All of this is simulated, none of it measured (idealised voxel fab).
process module | voxel capacitor over wiring
Displayed cross-section: cut, width of 300 nm, square cells sized 5 nm.
In what follows, cross-sections appear as grids of square cells, described through bands that run from the top down, where every band is one or more rows of cells. Heights first: top, then bottom, in nm. Then materials, left to right, each with a width in nm. "everywhere" on a single material: fills the band edge to edge. "blank": empty space. Note: height 0 marks the level under which the wafer is uniformly one material as received. Lowest band unbounded below, written "z 0 and below". The expression "30->40" gives the width at the extremes of the band, the first number at its top row of cells and the second at its bottom row, with the width changing by equal amounts from each row to the next in between. When a step is marked "left unchanged", none of the cells in the cross-section changed during that step. "Trapped void list" means: voids of 8 cells or more that are shut off from the top with no open way through. Written width x height at distance, distance from the left edge, in nm. Whatever follows a step's settings on its line is a remark the simulator itself makes about that step. "overlay nm", when on a step's line for a step with a mask, measures how far to the right of its planned place the mask lay; a negative measure means to the left.

plan
1. RECEIVE, material Si
2. CONFORMAL_DEP, material SiO2, thk nm 10
3. DIRECTIONAL_DEP, material TiN, thk nm 5
4. DIRECTIONAL_DEP, material W, thk nm 20
5. DIRECTIONAL_DEP, material aC, thk nm 10
6. PATTERN, tone cover, mask id METAL_1, material resist, width nm 20, pitch nm 85, thk nm 30, overlay nm 0
7. DIRECTIONAL_ETCH, etch materials aC, depth nm 10
8. STRIP, etch materials resist
9. DIRECTIONAL_ETCH, etch materials W, depth nm 20
10. DIRECTIONAL_ETCH, etch materials TiN, depth nm 5
11. STRIP, etch materials aC
12. CONFORMAL_DEP, material SiN, thk nm 5
13. FILL_DEP, material lowk, thk nm 10
14. CMP, height nm 35
15. CONFORMAL_DEP, material SiCN, thk nm 5
16. DIRECTIONAL_DEP, material SiO2, thk nm 20
17. MASKED_ETCH, tone open, mask id PLUG_1, width nm 15, etch materials SiO2, depth nm 20, overlay nm 0
18. MASKED_ETCH, tone open, mask id PLUG_1, width nm 15, etch materials SiCN, depth nm 5, overlay nm 0
19. CONFORMAL_DEP, material TiN, thk nm 5
20. FILL_DEP, material Cu, thk nm 5
21. CMP, height nm 60
22. DIRECTIONAL_DEP, material TiN, thk nm 5
23. DIRECTIONAL_DEP, material Al2O3, thk nm 5
24. DIRECTIONAL_DEP, material TiN, thk nm 10
25. DIRECTIONAL_DEP, material aC, thk nm 15
26. PATTERN, tone cover, mask id UPPER_PLATE, material resist, width nm 70, thk nm 35, overlay nm 0
27. DIRECTIONAL_ETCH, etch materials aC, depth nm 15
28. STRIP, etch materials resist
29. DIRECTIONAL_ETCH, etch materials TiN, depth nm 10
30. DIRECTIONAL_ETCH, etch materials Al2O3, depth nm 5
31. STRIP, etch materials aC
32. DIRECTIONAL_DEP, material aC, thk nm 10
33. PATTERN, tone cover, mask id LOWER_PLATE, material resist, width nm 80, thk nm 30, overlay nm 0
34. DIRECTIONAL_ETCH, etch materials aC, depth nm 10
35. STRIP, etch materials resist
36. DIRECTIONAL_ETCH, etch materials TiN, depth nm 5
37. STRIP, etch materials aC
38. FILL_DEP, material SiO2, thk nm 15
39. CMP, height nm 90
40. PATTERN, tone open, mask id PLUG_2, material resist, width nm 15, thk nm 20, overlay nm 0
41. DIRECTIONAL_ETCH, etch materials SiO2, depth nm 10
42. STRIP, etch materials resist
43. CONFORMAL_DEP, material TiN, thk nm 5
44. FILL_DEP, material Ru, thk nm 5
45. CMP, height nm 90
46. CONFORMAL_DEP, material SiN, thk nm 5

Wafer at receipt (post step 1), cross-section
    z 0 and below: Si everywhere
    Trapped void list: none

Below is the wafer in cross-section after the module was completed. It began from the starting point shown above and followed the plan shown above, except that one mistake was made while running it
    z 95 to 90: SiN everywhere
    z 90 to 85: 110 SiO2 / 5 TiN / 5 Ru / 5 TiN / 175 SiO2
    z 85 to 80: 110 SiO2 / 15 TiN / 175 SiO2
    z 80 to 70: 100 SiO2 / 70 TiN / 130 SiO2
    z 70 to 65: 100 SiO2 / 70 Al2O3 / 130 SiO2
    z 65 to 60: 95 SiO2 / 80 TiN / 125 SiO2
    z 60 to 55: 100 SiO2 / 5 TiN / 5 Cu / 5 TiN / 185 SiO2
    z 55 to 50: 100 SiCN / 15 TiN / 185 SiCN
    z 50 to 40: lowk everywhere
    z 40 to 35: 90 lowk / 30 SiN / 55 lowk / 30 SiN / 95 lowk
    z 35 to 15: 90 lowk / 5 SiN / 20 W / 5 SiN / 55 lowk / 5 SiN / 20 W / 5 SiN / 95 lowk
    z 15 to 10: 95 SiN / 20 TiN / 65 SiN / 20 TiN / 100 SiN
    z 10 to 0: SiO2 everywhere
    z 0 and below: Si everywhere
    Trapped void list: none
In executing the process, a mistake was made relative to the plan: step 14 was left out
